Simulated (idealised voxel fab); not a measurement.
Name of the process module below: voxel ribs on slabs
It is cross-section cut that appears here, measuring 175 nm in width, its square cells being 5 nm in size.
When this document writes out a cross-section, it uses a grid of square cells and lists it as bands, beginning at the top and moving down, with a band standing for one or more rows of cells. Within each band entry, the heights of the top and of the bottom of the band appear first, in that order and in nm; the materials of the band then follow from left to right, each with its corresponding width in nm. The designation "all across" on a single material indicates that it fills the band from edge to edge; the designation "blank" indicates empty space. Counting heights begins at 0, where everything beneath is, in the wafer as received, one material. The lowest band has no bottom; it goes on downwards, as "0 -> down" shows. Width: "30..40" (first number = top row, second number = bottom row, same change from row to row of cells). "remains unaltered" for a step: no cell of the cross-section changed in that step. The list in "Enclosed void inventory" covers empty spaces of 8 cells or more that cannot reach the top through any open way, and it gives each as width x height at distance; the distance is from the left edge, and width, height and distance are in nm. Post-settings text on a step line: simulator's own remark regarding the step. "overlay nm" on a masked step: distance the mask lay right of its planned place, negative for left.

The steps planned for the process are as follows
1,RECEIVE | material Si
2,DIRECTIONAL_DEP | material SiO2 | thk nm 25
3,DIRECTIONAL_DEP | material polySi | thk nm 15
4,DIRECTIONAL_DEP | material aC | thk nm 10
5,PATTERN | tone cover | mask id RIB | material resist | width nm 20 | thk nm 25 | overlay nm 0
6,DIRECTIONAL_ETCH | etch materials aC | depth nm 10
7,STRIP | etch materials resist
8,DIRECTIONAL_ETCH | etch materials polySi | depth nm 10
9,STRIP | etch materials aC
10,PATTERN | tone cover | mask id SLAB | material resist | width nm 70 | thk nm 15 | overlay nm 0
11,DIRECTIONAL_ETCH | etch materials polySi | depth nm 5
12,STRIP | etch materials resist
13,FILL_DEP | material SiO2 | thk nm 25
14,CMP | height nm 60
15,DIRECTIONAL_DEP | material TiN | thk nm 10
16,DIRECTIONAL_DEP | material aC | thk nm 15
17,PATTERN | tone cover | mask id HEATER | material resist | width nm 30 | thk nm 35 | overlay nm 0
18,DIRECTIONAL_ETCH | etch materials aC | depth nm 15
19,STRIP | etch materials resist
20,DIRECTIONAL_ETCH | etch materials TiN | depth nm 10
21,STRIP | etch materials aC
22,CONFORMAL_DEP | material SiO2 | thk nm 5

On the first of the two wafers: run conducted according to plan

The cross-section here shows the wafer as received, i.e. in its state after step 1
0 -> down = Si all across
Enclosed void inventory: none

After step 2, in cross-section
25 -> 0 = SiO2 all across
Heights below 0 show no change.

After step 3, in cross-section
40 -> 25 = polySi all across
Heights below 25 show no change.

After step 4, in cross-section
50 -> 40 = aC all across
Heights below 40 show no change.

After step 5, in cross-section
75 -> 50 = 75 of blank, 20 of resist, 80 of blank
Heights below 50 show no change.

After step 6, in cross-section
65 -> 50 = 75 of blank, 20 of resist, 80 of blank
50 -> 40 = 75 of blank, 20 of aC, 80 of blank
Heights below 40 show no change.

After step 7, in cross-section
50 -> 40 = 75 of blank, 20 of aC, 80 of blank
Heights below 40 show no change.

After step 8, in cross-section
50 -> 40 = 75 of blank, 20 of aC, 80 of blank
40 -> 30 = 75 of blank, 20 of polySi, 80 of blank
Heights below 30 show no change.

After step 9, in cross-section
40 -> 30 = 75 of blank, 20 of polySi, 80 of blank
Heights below 30 show no change.

After step 10, in cross-section
55 -> 40 = 50 of blank, 70 of resist, 55 of blank
40 -> 30 = 50 of blank, 25 of resist, 20 of polySi, 25 of resist, 55 of blank
Heights below 30 show no change.

After step 11, in cross-section
55 -> 40 = 50 of blank, 70 of resist, 55 of blank
40 -> 30 = 50 of blank, 25 of resist, 20 of polySi, 25 of resist, 55 of blank
30 -> 25 = 50 of blank, 70 of polySi, 55 of blank
Heights below 25 show no change.

After step 12, in cross-section
40 -> 30 = 75 of blank, 20 of polySi, 80 of blank
Heights below 30 show no change.

After step 13, in cross-section
65 -> 40 = SiO2 all across
40 -> 30 = 75 of SiO2, 20 of polySi, 80 of SiO2
30 -> 25 = 50 of SiO2, 70 of polySi, 55 of SiO2
Heights below 25 show no change.

After step 14, in cross-section
60 -> 40 = SiO2 all across
Heights below 40 show no change.

After step 15, in cross-section
70 -> 60 = TiN all across
Heights below 60 show no change.

After step 16, in cross-section
85 -> 70 = aC all across
Heights below 70 show no change.

After step 17, in cross-section
120 -> 85 = 70 of blank, 30 of resist, 75 of blank
Heights below 85 show no change.

After step 18, in cross-section
105 -> 85 = 70 of blank, 30 of resist, 75 of blank
85 -> 70 = 70 of blank, 30 of aC, 75 of blank
Heights below 70 show no change.

After step 19, in cross-section
85 -> 70 = 70 of blank, 30 of aC, 75 of blank
Heights below 70 show no change.

After step 20, in cross-section
85 -> 70 = 70 of blank, 30 of aC, 75 of blank
70 -> 60 = 70 of blank, 30 of TiN, 75 of blank
Heights below 60 show no change.

After step 21, in cross-section
70 -> 60 = 70 of blank, 30 of TiN, 75 of blank
Heights below 60 show no change.

After step 22, in cross-section
75 -> 70 = 65 of blank, 40 of SiO2, 70 of blank
70 -> 65 = 65 of blank, 5 of SiO2, 30 of TiN, 5 of SiO2, 70 of blank
65 -> 60 = 70 of SiO2, 30 of TiN, 75 of SiO2
Heights below 60 show no change.

Second wafer: like start, like plan, one mistake. Through step 7 it matches the first wafer

X-section, second wafer, when step 8 was due to finish
50 -> 40 = 75 of blank, 20 of aC, 80 of blank
40 -> 35 = 75 of blank, 20 of polySi, 80 of blank
Heights below 35 show no change.

X-section, second wafer, when step 9 was due to finish
40 -> 35 = 75 of blank, 20 of polySi, 80 of blank
Heights below 35 show no change.

X-section, second wafer, when step 10 was due to finish
55 -> 40 = 50 of blank, 70 of resist, 55 of blank
40 -> 35 = 50 of blank, 25 of resist, 20 of polySi, 25 of resist, 55 of blank
Heights below 35 show no change.

X-section, second wafer, when step 11 was due to finish
55 -> 40 = 50 of blank, 70 of resist, 55 of blank
40 -> 35 = 50 of blank, 25 of resist, 20 of polySi, 25 of resist, 55 of blank
35 -> 30 = 50 of blank, 70 of polySi, 55 of blank
Heights below 30 show no change.

X-section, second wafer, when step 12 was due to finish
40 -> 30 = 75..50 of blank, 20..70 of polySi, 80..55 of blank
Heights below 30 show no change.

X-section, second wafer, when step 13 was due to finish
65 -> 40 = SiO2 all across
40 -> 30 = 75..50 of SiO2, 20..70 of polySi, 80..55 of SiO2
Heights below 30 show no change.

X-section, second wafer, when step 14 was due to finish
60 -> 40 = SiO2 all across
Heights below 40 show no change.

X-section, second wafer, when step 15 was due to finish
70 -> 60 = TiN all across
Heights below 60 show no change.

X-section, second wafer, when step 16 was due to finish
85 -> 70 = aC all across
Heights below 70 show no change.

X-section, second wafer, when step 17 was due to finish
120 -> 85 = 70 of blank, 30 of resist, 75 of blank
Heights below 85 show no change.

X-section, second wafer, when step 18 was due to finish
105 -> 85 = 70 of blank, 30 of resist, 75 of blank
85 -> 70 = 70 of blank, 30 of aC, 75 of blank
Heights below 70 show no change.

X-section, second wafer, when step 19 was due to finish
85 -> 70 = 70 of blank, 30 of aC, 75 of blank
Heights below 70 show no change.

X-section, second wafer, when step 20 was due to finish
85 -> 70 = 70 of blank, 30 of aC, 75 of blank
70 -> 60 = 70 of blank, 30 of TiN, 75 of blank
Heights below 60 show no change.

X-section, second wafer, when step 21 was due to finish
70 -> 60 = 70 of blank, 30 of TiN, 75 of blank
Heights below 60 show no change.

X-section, second wafer, when step 22 was due to finish
75 -> 70 = 65 of blank, 40 of SiO2, 70 of blank
70 -> 65 = 65 of blank, 5 of SiO2, 30 of TiN, 5 of SiO2, 70 of blank
65 -> 60 = 70 of SiO2, 30 of TiN, 75 of SiO2
Heights below 60 show no change.
Diagnosis: not per plan at step 8, really ran DIRECTIONAL_ETCH | etch materials polySi | depth nm 5
Bottom line after processing is that, in cells, the second wafer is up or down on some materials versus the first: 31 fewer of SiO2; 31 more of polySi
